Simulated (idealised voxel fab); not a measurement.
Presented below is a process module, voxel local oxidation.
Cross-section cut spans 240 nm and uses square cells 5 nm in size.
For the purposes of this document, a cross-section shall be understood as a grid of square cells, specified as bands listed in top-to-bottom order, each band consisting of one or more rows of cells. Heads up on the band format: heights come first, top then bottom, in nm. After that it's the materials left to right, each with its width in nm. A single material flagged "everywhere" fills the whole band edge to edge, and "air" means there's empty space there. Heights are expressed relative to 0, this being the level below which the as-received wafer comprises one material exclusively. The lowest band is unbounded in the downward direction and is denoted as in "0 down". Read "30..40" as a graded width: first number on top, second number at the bottom, same change between each pair of neighbouring rows. Basically "left unchanged" means that step didn't change any cell in the cross-section. closed voids: empty space of 8 cells or more with no open way to the top, each as width x height at its distance from the left edge, in nm. What comes after the settings on a step's line is commentary from the simulator itself on that step. Steps that use a mask can have "overlay nm" on their line. It says how far the mask sat to the right of where it was meant to be. Negative means to the left.
# Process steps - plan
- 1: RECEIVE,material Si
- 2: CONFORMAL_DEP,material SiO2,thk nm 5
- 3: CONFORMAL_DEP,material SiN,thk nm 10
- 4: DIRECTIONAL_DEP,material aC,thk nm 15
- 5: PATTERN,tone cover,mask id ACTIVE,material resist,width nm 115,thk nm 30,overlay nm 0
- 6: DIRECTIONAL_ETCH,etch materials aC,depth nm 15
- 7: STRIP,etch materials resist
- 8: DIRECTIONAL_ETCH,etch materials SiN,depth nm 10
- 9: STRIP,etch materials aC
- 10: SELECTIVE_ETCH,etch materials SiO2,depth nm 5
- 11: OXIDIZE,depth nm 10
- 12: STRIP,etch materials SiN
# First wafer of two (run as planned)
# Incoming wafer in cross-section (state: after step 1)
* 0 down = Si everywhere
* closed voids: none
# The wafer, seen in cross-section, after step 2
* 5 to 0 = SiO2 everywhere
* Beneath the level 0, the cross-section is identical to its previous state.
# The wafer, seen in cross-section, after step 3
* 15 to 5 = SiN everywhere
* Beneath the level 5, the cross-section is identical to its previous state.
# The wafer, seen in cross-section, after step 4
* 30 to 15 = aC everywhere
* Beneath the level 15, the cross-section is identical to its previous state.
# The wafer, seen in cross-section, after step 5
* 60 to 30 = air 60 nm; resist 115 nm; air 65 nm
* Beneath the level 30, the cross-section is identical to its previous state.
# The wafer, seen in cross-section, after step 6
* 45 to 30 = air 60 nm; resist 115 nm; air 65 nm
* 30 to 15 = air 60 nm; aC 115 nm; air 65 nm
* Beneath the level 15, the cross-section is identical to its previous state.
# The wafer, seen in cross-section, after step 7
* 30 to 15 = air 60 nm; aC 115 nm; air 65 nm
* Beneath the level 15, the cross-section is identical to its previous state.
# The wafer, seen in cross-section, after step 8
* 30 to 15 = air 60 nm; aC 115 nm; air 65 nm
* 15 to 5 = air 60 nm; SiN 115 nm; air 65 nm
* Beneath the level 5, the cross-section is identical to its previous state.
# The wafer, seen in cross-section, after step 9
* 15 to 5 = air 60 nm; SiN 115 nm; air 65 nm
* Beneath the level 5, the cross-section is identical to its previous state.
# The wafer, seen in cross-section, after step 10
* 15 to 5 = air 60 nm; SiN 115 nm; air 65 nm
* 5 to 0 = air 65 nm; SiO2 105 nm; air 70 nm
* Beneath the level 0, the cross-section is identical to its previous state.
# The wafer, seen in cross-section, after step 11
* 15 to 5 = air 60 nm; SiN 115 nm; air 65 nm
* 5 to 0 = air 65 nm; SiO2 105 nm; air 70 nm
* 0 to -10 = SiO2 75 nm; Si 85 nm; SiO2 80 nm
* Beneath the level -10, the cross-section is identical to its previous state.
# The wafer, seen in cross-section, after step 12
* 5 to 0 = air 65 nm; SiO2 105 nm; air 70 nm
* Beneath the level 0, the cross-section is identical to its previous state.
# Regarding the second of the two wafers: it shared the first wafer's starting condition and process plan, yet one error occurred during its execution. Its history coincides with that of the first wafer up to and including step 6
# Cross-section of the second wafer corresponding to the planned conclusion of step 7
* 45 to 30 = air 60 nm; resist 115 nm; air 65 nm
* 30 to 15 = air 60 nm; aC 115 nm; air 65 nm
* 15 to 5 = air 60 nm; SiN 115 nm; air 65 nm
* Beneath the level 5, the cross-section is identical to its previous state.
# Cross-section of the second wafer corresponding to the planned conclusion of step 8
* 30 to 15 = air 60 nm; aC 115 nm; air 65 nm
* Beneath the level 15, the cross-section is identical to its previous state.
# Cross-section of the second wafer corresponding to the planned conclusion of step 9
* 15 to 5 = air 60 nm; SiN 115 nm; air 65 nm
* Beneath the level 5, the cross-section is identical to its previous state.
# Cross-section of the second wafer corresponding to the planned conclusion of step 10
* 15 to 5 = air 60 nm; SiN 115 nm; air 65 nm
* 5 to 0 = air 65 nm; SiO2 105 nm; air 70 nm
* Beneath the level 0, the cross-section is identical to its previous state.
# Cross-section of the second wafer corresponding to the planned conclusion of step 11
* 15 to 5 = air 60 nm; SiN 115 nm; air 65 nm
* 5 to 0 = air 65 nm; SiO2 105 nm; air 70 nm
* 0 to -10 = SiO2 75 nm; Si 85 nm; SiO2 80 nm
* Beneath the level -10, the cross-section is identical to its previous state.
# Cross-section of the second wafer corresponding to the planned conclusion of step 12
* 5 to 0 = air 65 nm; SiO2 105 nm; air 70 nm
* Beneath the level 0, the cross-section is identical to its previous state.
What went wrong in running the wafer? plan steps 7 and 8 run swapped
If you compare the two wafers at the end, their cross-sections are the same, so as far as this model is concerned the mistake changes nothing.
